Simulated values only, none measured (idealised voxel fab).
The following is a process module called voxel transistor to metal.
This is section cut - it's 280 nm across, gridded in 5 nm square cells.
Heads up, the way a cross-section reads in here is a grid of square cells, handed over as bands from the top down, with every band being one or more rows of cells.
Read a band's entry like this: the first values are the height of its top and the height of its bottom in nm, and what follows is the sequence of materials from left to right, each with its width in nm. Note that "blank" is empty space, and that a single material marked "throughout" reaches across the band from edge to edge.
Counting heights begins at 0, where everything beneath is, in the wafer as received, one material. The lowest band has no bottom; it goes on downwards, as "top 0, no bottom" shows.
A two-number width, for instance "30->40", indicates that the width is equal to the first number in the top row of the band and to the second number in the bottom row, and that it changes by a constant amount per row of cells.
The designation "left unchanged", where it is given for a processing step, indicates that no cell of the cross-section was altered in the course of that step.
Under "Fully sealed cavities" you'll find the enclosed gaps, the ones with no way out to the top, that are 8 cells or bigger; each reads width x height at distance, with distance counted from the left edge, everything in nm.
Note: text after step settings on the step line = simulator remark on that step.
overlay nm: on a step with a mask, how far right of its planned place the mask lay; negative means left.
If you're wondering how to read the rest of this, here's the deal. It's pairs of cross-sections: one from before a process step, one from after it. The after one is only drawn as far down as the lowest band that changed. Right under each pair you'll see which step sits between them and what its settings were. Don't read the pairs as one continuous story, though. They can come from different runs of this module on the same starting wafer, and a pair only carries on from the one above it where its entry headed "Pre-step snapshot" says so.

Pre-step snapshot:
top 65, bottom 50  35 of blank / 15 of Ru / 50 of blank / 15 of Ru / 45 of blank / 15 of Ru / 50 of blank / 15 of Ru / 40 of blank
top 50, bottom 45  SiCN throughout
top 45, bottom 35  35 of SiO2 / 5 of TiN / 15 of Ru / 5 of TiN / 30 of SiO2 / 5 of TiN / 15 of Ru / 5 of TiN / 45 of SiO2 / 5 of TiN / 15 of Ru / 5 of TiN / 30 of SiO2 / 5 of TiN / 15 of Ru / 5 of TiN / 40 of SiO2
top 35, bottom 30  35 of SiO2 / 5 of TiN / 5 of Ru / 15 of TiN / 30 of SiO2 / 15 of TiN / 5 of Ru / 5 of TiN / 45 of SiO2 / 5 of TiN / 5 of Ru / 15 of TiN / 30 of SiO2 / 15 of TiN / 5 of Ru / 5 of TiN / 40 of SiO2
top 30, bottom 15  35 of SiO2 / 5 of TiN / 5 of Ru / 5 of TiN / 10 of SiN / 5 of SiO2 / 20 of SiCN / 5 of SiO2 / 10 of SiN / 5 of TiN / 5 of Ru / 5 of TiN / 45 of SiO2 / 5 of TiN / 5 of Ru / 5 of TiN / 10 of SiN / 5 of SiO2 / 20 of SiCN / 5 of SiO2 / 10 of SiN / 5 of TiN / 5 of Ru / 5 of TiN / 40 of SiO2
top 15, bottom 5  35 of SiO2 / 5 of TiN / 5 of Ru / 5 of TiN / 10 of SiN / 5 of SiO2 / 20 of polySi / 5 of SiO2 / 10 of SiN / 5 of TiN / 5 of Ru / 5 of TiN / 45 of SiO2 / 5 of TiN / 5 of Ru / 5 of TiN / 10 of SiN / 5 of SiO2 / 20 of polySi / 5 of SiO2 / 10 of SiN / 5 of TiN / 5 of Ru / 5 of TiN / 40 of SiO2
top 5, bottom 0  35 of SiO2 / 15 of TiN / 10 of SiN / 5 of SiO2 / 20 of polySi / 5 of SiO2 / 10 of SiN / 15 of TiN / 45 of SiO2 / 15 of TiN / 10 of SiN / 5 of SiO2 / 20 of polySi / 5 of SiO2 / 10 of SiN / 15 of TiN / 40 of SiO2
top 0, bottom -5  35 of SiO2 / 5 of TiN / 10 of SiGe / 10 of SiN / 5 of SiO2 / 20 of polySi / 5 of SiO2 / 10 of SiN / 10 of SiGe / 5 of TiN / 45 of SiO2 / 5 of TiN / 10 of SiGe / 10 of SiN / 5 of SiO2 / 20 of polySi / 5 of SiO2 / 10 of SiN / 10 of SiGe / 5 of TiN / 40 of SiO2
top -5, bottom -10  25 of SiO2 / 25 of SiGe / 50 of SiO2 / 25 of SiGe / 25 of SiO2 / 25 of SiGe / 50 of SiO2 / 25 of SiGe / 30 of SiO2
top -10, bottom -15  30 of SiO2 / 20 of SiGe / 50 of Si / 20 of SiGe / 35 of SiO2 / 20 of SiGe / 50 of Si / 20 of SiGe / 35 of SiO2
top -15, bottom -45  30 of SiO2 / 90 of Si / 35 of SiO2 / 90 of Si / 35 of SiO2
top -45, no bottom  Si throughout
Fully sealed cavities: none

Post-Step Cross-Section:
top 70, bottom 65  30 of blank / 25 of SiCN / 40 of blank / 25 of SiCN / 35 of blank / 25 of SiCN / 40 of blank / 25 of SiCN / 35 of blank
top 65, bottom 55  30 of blank / 5 of SiCN / 15 of Ru / 5 of SiCN / 40 of blank / 5 of SiCN / 15 of Ru / 5 of SiCN / 35 of blank / 5 of SiCN / 15 of Ru / 5 of SiCN / 40 of blank / 5 of SiCN / 15 of Ru / 5 of SiCN / 35 of blank
top 55, bottom 50  35 of SiCN / 15 of Ru / 50 of SiCN / 15 of Ru / 45 of SiCN / 15 of Ru / 50 of SiCN / 15 of Ru / 40 of SiCN
Unchanged below 50.
Fully sealed cavities: none
The cross-sections above show the structure before and after this step: CONFORMAL_DEP (material SiCN; thk nm 5)

Pre-step snapshot: This step starts from the configuration shown after the step in the pair immediately above.

Post-Step Cross-Section:
top 80, bottom 70  lowk throughout
top 70, bottom 65  30 of lowk / 25 of SiCN / 40 of lowk / 25 of SiCN / 35 of lowk / 25 of SiCN / 40 of lowk / 25 of SiCN / 35 of lowk
top 65, bottom 55  30 of lowk / 5 of SiCN / 15 of Ru / 5 of SiCN / 40 of lowk / 5 of SiCN / 15 of Ru / 5 of SiCN / 35 of lowk / 5 of SiCN / 15 of Ru / 5 of SiCN / 40 of lowk / 5 of SiCN / 15 of Ru / 5 of SiCN / 35 of lowk
Unchanged below 55.
Fully sealed cavities: none
The cross-sections above show the structure before and after this step: FILL_DEP (material lowk; thk nm 10)

Pre-step snapshot: This step starts from the configuration shown after the step in the pair immediately above.

Post-Step Cross-Section:
top 65, bottom 55  30 of lowk / 5 of SiCN / 15 of Ru / 5 of SiCN / 40 of lowk / 5 of SiCN / 15 of Ru / 5 of SiCN / 35 of lowk / 5 of SiCN / 15 of Ru / 5 of SiCN / 40 of lowk / 5 of SiCN / 15 of Ru / 5 of SiCN / 35 of lowk
Unchanged below 55.
Fully sealed cavities: none
The cross-sections above show the structure before and after this step: CMP (height nm 65)

Pre-step snapshot: This step starts from the configuration shown after the step in the pair immediately above.

Post-Step Cross-Section:
top 70, bottom 65  SiN throughout
Unchanged below 65.
Fully sealed cavities: none
The cross-sections above show the structure before and after this step: CONFORMAL_DEP (material SiN; thk nm 5)

Pre-step snapshot:
top 25, bottom 15  aC throughout
top 15, bottom 0  SiN throughout
top 0, bottom -5  SiO2 throughout
top -5, no bottom  Si throughout
Fully sealed cavities: none

Post-Step Cross-Section:
top 55, bottom 25  25 of resist / 100 of blank / 25 of resist / 100 of blank / 30 of resist
Unchanged below 25.
Fully sealed cavities: none
The cross-sections above show the structure before and after this step: PATTERN (tone open; mask id ACTIVE; material resist; width nm 100; pitch nm 125; thk nm 30; overlay nm 0)

Pre-step snapshot: This step starts from the configuration shown after the step in the pair immediately above.

Post-Step Cross-Section:
top 45, bottom 25  25 of resist / 100 of blank / 25 of resist / 100 of blank / 30 of resist
top 25, bottom 15  25 of aC / 100 of blank / 25 of aC / 100 of blank / 30 of aC
Unchanged below 15.
Fully sealed cavities: none
The cross-sections above show the structure before and after this step: DIRECTIONAL_ETCH (etch materials aC; depth nm 10)

Pre-step snapshot: This step starts from the configuration shown after the step in the pair immediately above.

Post-Step Cross-Section:
top 25, bottom 15  25 of aC / 100 of blank / 25 of aC / 100 of blank / 30 of aC
Unchanged below 15.
Fully sealed cavities: none
The cross-sections above show the structure before and after this step: STRIP (etch materials resist)

Pre-step snapshot: This step starts from the configuration shown after the step in the pair immediately above.

Post-Step Cross-Section:
top 25, bottom 15  25 of aC / 100 of blank / 25 of aC / 100 of blank / 30 of aC
top 15, bottom 0  25 of SiN / 100 of blank / 25 of SiN / 100 of blank / 30 of SiN
Unchanged below 0.
Fully sealed cavities: none
The cross-sections above show the structure before and after this step: DIRECTIONAL_ETCH (etch materials SiN; depth nm 15)

Pre-step snapshot: This step starts from the configuration shown after the step in the pair immediately above.

Post-Step Cross-Section:
top 25, bottom 15  25 of aC / 100 of blank / 25 of aC / 100 of blank / 30 of aC
top 15, bottom 0  25 of SiN / 100 of blank / 25 of SiN / 100 of blank / 30 of SiN
top 0, bottom -5  25 of SiO2 / 100 of blank / 25 of SiO2 / 100 of blank / 30 of SiO2
Unchanged below -5.
Fully sealed cavities: none
The cross-sections above show the structure before and after this step: DIRECTIONAL_ETCH (etch materials SiO2; depth nm 5)

Pre-step snapshot: This step starts from the configuration shown after the step in the pair immediately above.

Post-Step Cross-Section:
top 25, bottom 15  25 of aC / 100 of blank / 25 of aC / 100 of blank / 30 of aC
top 15, bottom 0  25 of SiN / 100 of blank / 25 of SiN / 100 of blank / 30 of SiN
top 0, bottom -5  25 of SiO2 / 100 of blank / 25 of SiO2 / 100 of blank / 30 of SiO2
top -5, bottom -40  25 of Si / 100 of blank / 25 of Si / 100 of blank / 30 of Si
Unchanged below -40.
Fully sealed cavities: none
The cross-sections above show the structure before and after this step: DIRECTIONAL_ETCH (etch materials Si; depth nm 35)

Pre-step snapshot: This step starts from the configuration shown after the step in the pair immediately above.

Post-Step Cross-Section:
top 15, bottom 0  25 of SiN / 100 of blank / 25 of SiN / 100 of blank / 30 of SiN
Unchanged below 0.
Fully sealed cavities: none
The cross-sections above show the structure before and after this step: STRIP (etch materials aC)

Pre-step snapshot: This step starts from the configuration shown after the step in the pair immediately above.

Post-Step Cross-Section:
top 15, bottom 0  25 of SiN / 100 of blank / 25 of SiN / 100 of blank / 30 of SiN
top 0, bottom -5  25 of SiO2 / 100 of blank / 25 of SiO2 / 100 of blank / 30 of SiO2
top -5, bottom -40  20 of Si / 5 of SiO2 / 100 of blank / 5 of SiO2 / 15 of Si / 5 of SiO2 / 100 of blank / 5 of SiO2 / 25 of Si
top -40, bottom -45  20 of Si / 110 of SiO2 / 15 of Si / 110 of SiO2 / 25 of Si
Unchanged below -45.
Fully sealed cavities: none
The cross-sections above show the structure before and after this step: OXIDIZE (depth nm 5)

Pre-step snapshot: This step starts from the configuration shown after the step in the pair immediately above.

Post-Step Cross-Section:
top 20, bottom 15  SiO2 throughout
top 15, bottom 0  25 of SiN / 100 of SiO2 / 25 of SiN / 100 of SiO2 / 30 of SiN
top 0, bottom -5  SiO2 throughout
top -5, bottom -45  20 of Si / 110 of SiO2 / 15 of Si / 110 of SiO2 / 25 of Si
Unchanged below -45.
Fully sealed cavities: none
The cross-sections above show the structure before and after this step: FILL_DEP (material SiO2; thk nm 5)

Pre-step snapshot: This step starts from the configuration shown after the step in the pair immediately above.

Post-Step Cross-Section:
top 15, bottom 0  25 of SiN / 100 of SiO2 / 25 of SiN / 100 of SiO2 / 30 of SiN
Unchanged below 0.
Fully sealed cavities: none
The cross-sections above show the structure before and after this step: CMP (height nm 15)

Pre-step snapshot: This step starts from the configuration shown after the step in the pair immediately above.

Post-Step Cross-Section:
top 15, bottom 0  25 of SiN / 100 of blank / 25 of SiN / 100 of blank / 30 of SiN
Unchanged below 0.
Fully sealed cavities: none
The cross-sections above show the structure before and after this step: SELECTIVE_ETCH (etch materials SiO2; depth nm 15)

Pre-step snapshot: This step starts from the configuration shown after the step in the pair immediately above.

Post-Step Cross-Section:
top 0, bottom -5  SiO2 throughout
Unchanged below -5.
Fully sealed cavities: none
The cross-sections above show the structure before and after this step: STRIP (etch materials SiN)

Pre-step snapshot: This step starts from the configuration shown after the step in the pair immediately above.

Post-Step Cross-Section:
top -5, bottom -45  20 of Si / 110 of SiO2 / 15 of Si / 110 of SiO2 / 25 of Si
Unchanged below -45.
Fully sealed cavities: none
The cross-sections above show the structure before and after this step: SELECTIVE_ETCH (etch materials SiO2; depth nm 5)

Pre-step snapshot: This step starts from the configuration shown after the step in the pair immediately above.

Post-Step Cross-Section:
top -5, bottom -10  SiO2 throughout
Unchanged below -10.
Fully sealed cavities: none
The cross-sections above show the structure before and after this step: OXIDIZE (depth nm 5)

Pre-step snapshot: This step starts from the configuration shown after the step in the pair immediately above.

Post-Step Cross-Section:
top 15, bottom -5  polySi throughout
Unchanged below -5.
Fully sealed cavities: none
The cross-sections above show the structure before and after this step: DIRECTIONAL_DEP (material polySi; thk nm 20)

Pre-step snapshot: This step starts from the configuration shown after the step in the pair immediately above.

Post-Step Cross-Section:
top 30, bottom 15  SiCN throughout
Unchanged below 15.
Fully sealed cavities: none
The cross-sections above show the structure before and after this step: DIRECTIONAL_DEP (material SiCN; thk nm 15)

Pre-step snapshot: This step starts from the configuration shown after the step in the pair immediately above.

Post-Step Cross-Section:
top 40, bottom 30  aC throughout
Unchanged below 30.
Fully sealed cavities: none
The cross-sections above show the structure before and after this step: DIRECTIONAL_DEP (material aC; thk nm 10)

Pre-step snapshot: This step starts from the configuration shown after the step in the pair immediately above.

Post-Step Cross-Section:
top 70, bottom 40  65 of blank / 20 of resist / 105 of blank / 20 of resist / 70 of blank
Unchanged below 40.
Fully sealed cavities: none
The cross-sections above show the structure before and after this step: PATTERN (tone cover; mask id GATE; material resist; width nm 20; pitch nm 125; thk nm 30; overlay nm 0)

Pre-step snapshot: This step starts from the configuration shown after the step in the pair immediately above.

Post-Step Cross-Section:
top 60, bottom 40  65 of blank / 20 of resist / 105 of blank / 20 of resist / 70 of blank
top 40, bottom 30  65 of blank / 20 of aC / 105 of blank / 20 of aC / 70 of blank
Unchanged below 30.
Fully sealed cavities: none
The cross-sections above show the structure before and after this step: DIRECTIONAL_ETCH (etch materials aC; depth nm 10)

Pre-step snapshot: This step starts from the configuration shown after the step in the pair immediately above.

Post-Step Cross-Section:
top 40, bottom 30  65 of blank / 20 of aC / 105 of blank / 20 of aC / 70 of blank
Unchanged below 30.
Fully sealed cavities: none
The cross-sections above show the structure before and after this step: STRIP (etch materials resist)

Pre-step snapshot: This step starts from the configuration shown after the step in the pair immediately above.

Post-Step Cross-Section:
top 40, bottom 30  65 of blank / 20 of aC / 105 of blank / 20 of aC / 70 of blank
top 30, bottom 15  65 of blank / 20 of SiCN / 105 of blank / 20 of SiCN / 70 of blank
Unchanged below 15.
Fully sealed cavities: none
The cross-sections above show the structure before and after this step: DIRECTIONAL_ETCH (etch materials SiCN; depth nm 25)

Pre-step snapshot: This step starts from the configuration shown after the step in the pair immediately above.

Post-Step Cross-Section:
top 40, bottom 30  65 of blank / 20 of aC / 105 of blank / 20 of aC / 70 of blank
top 30, bottom 15  65 of blank / 20 of SiCN / 105 of blank / 20 of SiCN / 70 of blank
top 15, bottom -5  65 of blank / 20 of polySi / 105 of blank / 20 of polySi / 70 of blank
Unchanged below -5.
Fully sealed cavities: none
The cross-sections above show the structure before and after this step: DIRECTIONAL_ETCH (etch materials polySi; depth nm 30)

Pre-step snapshot: This step starts from the configuration shown after the step in the pair immediately above.

Post-Step Cross-Section:
top 30, bottom 15  65 of blank / 20 of SiCN / 105 of blank / 20 of SiCN / 70 of blank
Unchanged below 15.
Fully sealed cavities: none
The cross-sections above show the structure before and after this step: STRIP (etch materials aC)

Pre-step snapshot: This step starts from the configuration shown after the step in the pair immediately above.

Post-Step Cross-Section:
top 35, bottom 30  60 of blank / 30 of SiO2 / 95 of blank / 30 of SiO2 / 65 of blank
top 30, bottom 15  60 of blank / 5 of SiO2 / 20 of SiCN / 5 of SiO2 / 95 of blank / 5 of SiO2 / 20 of SiCN / 5 of SiO2 / 65 of blank
top 15, bottom 0  60 of blank / 5 of SiO2 / 20 of polySi / 5 of SiO2 / 95 of blank / 5 of SiO2 / 20 of polySi / 5 of SiO2 / 65 of blank
top 0, bottom -5  65 of SiO2 / 20 of polySi / 105 of SiO2 / 20 of polySi / 70 of SiO2
Unchanged below -5.
Fully sealed cavities: none
The cross-sections above show the structure before and after this step: CONFORMAL_DEP (material SiO2; thk nm 5)

Pre-step snapshot: This step starts from the configuration shown after the step in the pair immediately above.

Post-Step Cross-Section:
top 30, bottom 15  60 of blank / 5 of SiO2 / 20 of SiCN / 5 of SiO2 / 95 of blank / 5 of SiO2 / 20 of SiCN / 5 of SiO2 / 65 of blank
top 15, bottom -5  60 of blank / 5 of SiO2 / 20 of polySi / 5 of SiO2 / 95 of blank / 5 of SiO2 / 20 of polySi / 5 of SiO2 / 65 of blank
Unchanged below -5.
Fully sealed cavities: none
The cross-sections above show the structure before and after this step: DIRECTIONAL_ETCH (etch materials SiO2; depth nm 5)

Pre-step snapshot: This step starts from the configuration shown after the step in the pair immediately above.

Post-Step Cross-Section:
top 40, bottom 30  50 of blank / 50 of SiN / 75 of blank / 50 of SiN / 55 of blank
top 30, bottom 15  50 of blank / 10 of SiN / 5 of SiO2 / 20 of SiCN / 5 of SiO2 / 10 of SiN / 75 of blank / 10 of SiN / 5 of SiO2 / 20 of SiCN / 5 of SiO2 / 10 of SiN / 55 of blank
top 15, bottom 5  50 of blank / 10 of SiN / 5 of SiO2 / 20 of polySi / 5 of SiO2 / 10 of SiN / 75 of blank / 10 of SiN / 5 of SiO2 / 20 of polySi / 5 of SiO2 / 10 of SiN / 55 of blank
top 5, bottom -5  60 of SiN / 5 of SiO2 / 20 of polySi / 5 of SiO2 / 95 of SiN / 5 of SiO2 / 20 of polySi / 5 of SiO2 / 65 of SiN
Unchanged below -5.
Fully sealed cavities: none
The cross-sections above show the structure before and after this step: CONFORMAL_DEP (material SiN; thk nm 10)

Pre-step snapshot: This step starts from the configuration shown after the step in the pair immediately above.

Post-Step Cross-Section:
top 30, bottom 15  50 of blank / 10 of SiN / 5 of SiO2 / 20 of SiCN / 5 of SiO2 / 10 of SiN / 75 of blank / 10 of SiN / 5 of SiO2 / 20 of SiCN / 5 of SiO2 / 10 of SiN / 55 of blank
top 15, bottom -5  50 of blank / 10 of SiN / 5 of SiO2 / 20 of polySi / 5 of SiO2 / 10 of SiN / 75 of blank / 10 of SiN / 5 of SiO2 / 20 of polySi / 5 of SiO2 / 10 of SiN / 55 of blank
Unchanged below -5.
Fully sealed cavities: none
The cross-sections above show the structure before and after this step: DIRECTIONAL_ETCH (etch materials SiN; depth nm 10)

Pre-step snapshot: This step starts from the configuration shown after the step in the pair immediately above.

Post-Step Cross-Section:
top 30, bottom 25  50 of blank / 10 of SiN / 5 of blank / 20 of SiCN / 5 of blank / 10 of SiN / 75 of blank / 10 of SiN / 5 of blank / 20 of SiCN / 5 of blank / 10 of SiN / 55 of blank
top 25, bottom 15  50 of blank / 10 of SiN / 5 of SiO2 / 20 of SiCN / 5 of SiO2 / 10 of SiN / 75 of blank / 10 of SiN / 5 of SiO2 / 20 of SiCN / 5 of SiO2 / 10 of SiN / 55 of blank
top 15, bottom -5  50 of blank / 10 of SiN / 5 of SiO2 / 20 of polySi / 5 of SiO2 / 10 of SiN / 75 of blank / 10 of SiN / 5 of SiO2 / 20 of polySi / 5 of SiO2 / 10 of SiN / 55 of blank
top -5, bottom -10  50 of blank / 50 of SiO2 / 75 of blank / 50 of SiO2 / 55 of blank
Unchanged below -10.
Fully sealed cavities: none
The cross-sections above show the structure before and after this step: DIRECTIONAL_ETCH (etch materials SiO2; depth nm 5)

Pre-step snapshot: This step starts from the configuration shown after the step in the pair immediately above.

Post-Step Cross-Section:
top 30, bottom 25  50 of blank / 10 of SiN / 5 of blank / 20 of SiCN / 5 of blank / 10 of SiN / 75 of blank / 10 of SiN / 5 of blank / 20 of SiCN / 5 of blank / 10 of SiN / 55 of blank
top 25, bottom 15  50 of blank / 10 of SiN / 5 of SiO2 / 20 of SiCN / 5 of SiO2 / 10 of SiN / 75 of blank / 10 of SiN / 5 of SiO2 / 20 of SiCN / 5 of SiO2 / 10 of SiN / 55 of blank
top 15, bottom -5  50 of blank / 10 of SiN / 5 of SiO2 / 20 of polySi / 5 of SiO2 / 10 of SiN / 75 of blank / 10 of SiN / 5 of SiO2 / 20 of polySi / 5 of SiO2 / 10 of SiN / 55 of blank
top -5, bottom -15  50->20 of blank / 50->110 of SiO2 / 75->15 of blank / 50->110 of SiO2 / 55->25 of blank
Unchanged below -15.
Fully sealed cavities: none
The cross-sections above show the structure before and after this step: DIRECTIONAL_ETCH (etch materials Si; depth nm 5)

Pre-step snapshot: This step starts from the configuration shown after the step in the pair immediately above.

Post-Step Cross-Section:
top 30, bottom 25  50 of blank / 10 of SiN / 5 of blank / 20 of SiCN / 5 of blank / 10 of SiN / 75 of blank / 10 of SiN / 5 of blank / 20 of SiCN / 5 of blank / 10 of SiN / 55 of blank
top 25, bottom 15  50 of blank / 10 of SiN / 5 of SiO2 / 20 of SiCN / 5 of SiO2 / 10 of SiN / 75 of blank / 10 of SiN / 5 of SiO2 / 20 of SiCN / 5 of SiO2 / 10 of SiN / 55 of blank
top 15, bottom -5  50 of blank / 10 of SiN / 5 of SiO2 / 20 of polySi / 5 of SiO2 / 10 of SiN / 75 of blank / 10 of SiN / 5 of SiO2 / 20 of polySi / 5 of SiO2 / 10 of SiN / 55 of blank
top -5, bottom -10  25 of SiGe / 25 of blank / 50 of SiO2 / 25 of blank / 25 of SiGe / 25 of blank / 50 of SiO2 / 25 of blank / 30 of SiGe
top -10, bottom -15  20 of SiGe / 110 of SiO2 / 15 of SiGe / 110 of SiO2 / 25 of SiGe
Unchanged below -15.
Fully sealed cavities: none
The cross-sections above show the structure before and after this step: EPI (material SiGe; thk nm 10)

Pre-step snapshot: This step starts from the configuration shown after the step in the pair immediately above.

Post-Step Cross-Section:
top 40, bottom 30  SiO2 throughout
top 30, bottom 15  50 of SiO2 / 10 of SiN / 5 of SiO2 / 20 of SiCN / 5 of SiO2 / 10 of SiN / 75 of SiO2 / 10 of SiN / 5 of SiO2 / 20 of SiCN / 5 of SiO2 / 10 of SiN / 55 of SiO2
top 15, bottom -5  50 of SiO2 / 10 of SiN / 5 of SiO2 / 20 of polySi / 5 of SiO2 / 10 of SiN / 75 of SiO2 / 10 of SiN / 5 of SiO2 / 20 of polySi / 5 of SiO2 / 10 of SiN / 55 of SiO2
top -5, bottom -15  25->20 of SiGe / 100->110 of SiO2 / 25->15 of SiGe / 100->110 of SiO2 / 30->25 of SiGe
Unchanged below -15.
Fully sealed cavities: none
The cross-sections above show the structure before and after this step: FILL_DEP (material SiO2; thk nm 10)

Pre-step snapshot: This step starts from the configuration shown after the step in the pair immediately above.

Post-Step Cross-Section:
top 30, bottom 15  50 of SiO2 / 10 of SiN / 5 of SiO2 / 20 of SiCN / 5 of SiO2 / 10 of SiN / 75 of SiO2 / 10 of SiN / 5 of SiO2 / 20 of SiCN / 5 of SiO2 / 10 of SiN / 55 of SiO2
Unchanged below 15.
Fully sealed cavities: none
The cross-sections above show the structure before and after this step: CMP (height nm 30)

Pre-step snapshot: This step starts from the configuration shown after the step in the pair immediately above.

Post-Step Cross-Section:
top 45, bottom 30  SiO2 throughout
Unchanged below 30.
Fully sealed cavities: none
The cross-sections above show the structure before and after this step: DIRECTIONAL_DEP (material SiO2; thk nm 15)

Pre-step snapshot: This step starts from the configuration shown after the step in the pair immediately above.

Post-Step Cross-Section:
top 60, bottom 45  aC throughout
Unchanged below 45.
Fully sealed cavities: none
The cross-sections above show the structure before and after this step: DIRECTIONAL_DEP (material aC; thk nm 15)

Pre-step snapshot: This step starts from the configuration shown after the step in the pair immediately above.

Post-Step Cross-Section:
top 95, bottom 60  35 of resist / 25 of blank / 30 of resist / 25 of blank / 45 of resist / 25 of blank / 30 of resist / 25 of blank / 40 of resist
Unchanged below 60.
Fully sealed cavities: none
The cross-sections above show the structure before and after this step: PATTERN (tone open; mask id CONTACT; material resist; width nm 25; thk nm 35; overlay nm 0)

Pre-step snapshot: This step starts from the configuration shown after the step in the pair immediately above.

Post-Step Cross-Section:
top 80, bottom 60  35 of resist / 25 of blank / 30 of resist / 25 of blank / 45 of resist / 25 of blank / 30 of resist / 25 of blank / 40 of resist
top 60, bottom 45  35 of aC / 25 of blank / 30 of aC / 25 of blank / 45 of aC / 25 of blank / 30 of aC / 25 of blank / 40 of aC
Unchanged below 45.
Fully sealed cavities: none
The cross-sections above show the structure before and after this step: DIRECTIONAL_ETCH (etch materials aC; depth nm 15)

Pre-step snapshot: This step starts from the configuration shown after the step in the pair immediately above.

Post-Step Cross-Section:
top 60, bottom 45  35 of aC / 25 of blank / 30 of aC / 25 of blank / 45 of aC / 25 of blank / 30 of aC / 25 of blank / 40 of aC
Unchanged below 45.
Fully sealed cavities: none
The cross-sections above show the structure before and after this step: STRIP (etch materials resist)

Pre-step snapshot: This step starts from the configuration shown after the step in the pair immediately above.

Post-Step Cross-Section:
top 60, bottom 45  35 of aC / 25 of blank / 30 of aC / 25 of blank / 45 of aC / 25 of blank / 30 of aC / 25 of blank / 40 of aC
top 45, bottom 30  35 of SiO2 / 25 of blank / 30 of SiO2 / 25 of blank / 45 of SiO2 / 25 of blank / 30 of SiO2 / 25 of blank / 40 of SiO2
top 30, bottom 15  35 of SiO2 / 15 of blank / 10 of SiN / 5 of SiO2 / 20 of SiCN / 5 of SiO2 / 10 of SiN / 15 of blank / 45 of SiO2 / 15 of blank / 10 of SiN / 5 of SiO2 / 20 of SiCN / 5 of SiO2 / 10 of SiN / 15 of blank / 40 of SiO2
top 15, bottom -5  35 of SiO2 / 15 of blank / 10 of SiN / 5 of SiO2 / 20 of polySi / 5 of SiO2 / 10 of SiN / 15 of blank / 45 of SiO2 / 15 of blank / 10 of SiN / 5 of SiO2 / 20 of polySi / 5 of SiO2 / 10 of SiN / 15 of blank / 40 of SiO2
Unchanged below -5.
Fully sealed cavities: none
The cross-sections above show the structure before and after this step: DIRECTIONAL_ETCH (etch materials SiO2; depth nm 50)

Pre-step snapshot: This step starts from the configuration shown after the step in the pair immediately above.

Post-Step Cross-Section:
top 45, bottom 30  35 of SiO2 / 25 of blank / 30 of SiO2 / 25 of blank / 45 of SiO2 / 25 of blank / 30 of SiO2 / 25 of blank / 40 of SiO2
Unchanged below 30.
Fully sealed cavities: none
The cross-sections above show the structure before and after this step: STRIP (etch materials aC)

Pre-step snapshot: This step starts from the configuration shown after the step in the pair immediately above.

Post-Step Cross-Section:
top 50, bottom 45  40 of TiN / 15 of blank / 40 of TiN / 15 of blank / 55 of TiN / 15 of blank / 40 of TiN / 15 of blank / 45 of TiN
top 45, bottom 35  35 of SiO2 / 5 of TiN / 15 of blank / 5 of TiN / 30 of SiO2 / 5 of TiN / 15 of blank / 5 of TiN / 45 of SiO2 / 5 of TiN / 15 of blank / 5 of TiN / 30 of SiO2 / 5 of TiN / 15 of blank / 5 of TiN / 40 of SiO2
top 35, bottom 30  35 of SiO2 / 5 of TiN / 5 of blank / 15 of TiN / 30 of SiO2 / 15 of TiN / 5 of blank / 5 of TiN / 45 of SiO2 / 5 of TiN / 5 of blank / 15 of TiN / 30 of SiO2 / 15 of TiN / 5 of blank / 5 of TiN / 40 of SiO2
top 30, bottom 15  35 of SiO2 / 5 of TiN / 5 of blank / 5 of TiN / 10 of SiN / 5 of SiO2 / 20 of SiCN / 5 of SiO2 / 10 of SiN / 5 of TiN / 5 of blank / 5 of TiN / 45 of SiO2 / 5 of TiN / 5 of blank / 5 of TiN / 10 of SiN / 5 of SiO2 / 20 of SiCN / 5 of SiO2 / 10 of SiN / 5 of TiN / 5 of blank / 5 of TiN / 40 of SiO2
top 15, bottom 0  35 of SiO2 / 5 of TiN / 5 of blank / 5 of TiN / 10 of SiN / 5 of SiO2 / 20 of polySi / 5 of SiO2 / 10 of SiN / 5 of TiN / 5 of blank / 5 of TiN / 45 of SiO2 / 5 of TiN / 5 of blank / 5 of TiN / 10 of SiN / 5 of SiO2 / 20 of polySi / 5 of SiO2 / 10 of SiN / 5 of TiN / 5 of blank / 5 of TiN / 40 of SiO2
top 0, bottom -5  35 of SiO2 / 15 of TiN / 10 of SiN / 5 of SiO2 / 20 of polySi / 5 of SiO2 / 10 of SiN / 15 of TiN / 45 of SiO2 / 15 of TiN / 10 of SiN / 5 of SiO2 / 20 of polySi / 5 of SiO2 / 10 of SiN / 15 of TiN / 40 of SiO2
Unchanged below -5.
Fully sealed cavities: none
The cross-sections above show the structure before and after this step: CONFORMAL_DEP (material TiN; thk nm 5)

Pre-step snapshot: This step starts from the configuration shown after the step in the pair immediately above.

Post-Step Cross-Section:
top 60, bottom 50  Ru throughout
top 50, bottom 45  40 of TiN / 15 of Ru / 40 of TiN / 15 of Ru / 55 of TiN / 15 of Ru / 40 of TiN / 15 of Ru / 45 of TiN
top 45, bottom 35  35 of SiO2 / 5 of TiN / 15 of Ru / 5 of TiN / 30 of SiO2 / 5 of TiN / 15 of Ru / 5 of TiN / 45 of SiO2 / 5 of TiN / 15 of Ru / 5 of TiN / 30 of SiO2 / 5 of TiN / 15 of Ru / 5 of TiN / 40 of SiO2
top 35, bottom 30  35 of SiO2 / 5 of TiN / 5 of Ru / 15 of TiN / 30 of SiO2 / 15 of TiN / 5 of Ru / 5 of TiN / 45 of SiO2 / 5 of TiN / 5 of Ru / 15 of TiN / 30 of SiO2 / 15 of TiN / 5 of Ru / 5 of TiN / 40 of SiO2
top 30, bottom 15  35 of SiO2 / 5 of TiN / 5 of Ru / 5 of TiN / 10 of SiN / 5 of SiO2 / 20 of SiCN / 5 of SiO2 / 10 of SiN / 5 of TiN / 5 of Ru / 5 of TiN / 45 of SiO2 / 5 of TiN / 5 of Ru / 5 of TiN / 10 of SiN / 5 of SiO2 / 20 of SiCN / 5 of SiO2 / 10 of SiN / 5 of TiN / 5 of Ru / 5 of TiN / 40 of SiO2
top 15, bottom 0  35 of SiO2 / 5 of TiN / 5 of Ru / 5 of TiN / 10 of SiN / 5 of SiO2 / 20 of polySi / 5 of SiO2 / 10 of SiN / 5 of TiN / 5 of Ru / 5 of TiN / 45 of SiO2 / 5 of TiN / 5 of Ru / 5 of TiN / 10 of SiN / 5 of SiO2 / 20 of polySi / 5 of SiO2 / 10 of SiN / 5 of TiN / 5 of Ru / 5 of TiN / 40 of SiO2
Unchanged below 0.
Fully sealed cavities: none
The cross-sections above show the structure before and after this step: FILL_DEP (material Ru; thk nm 10)
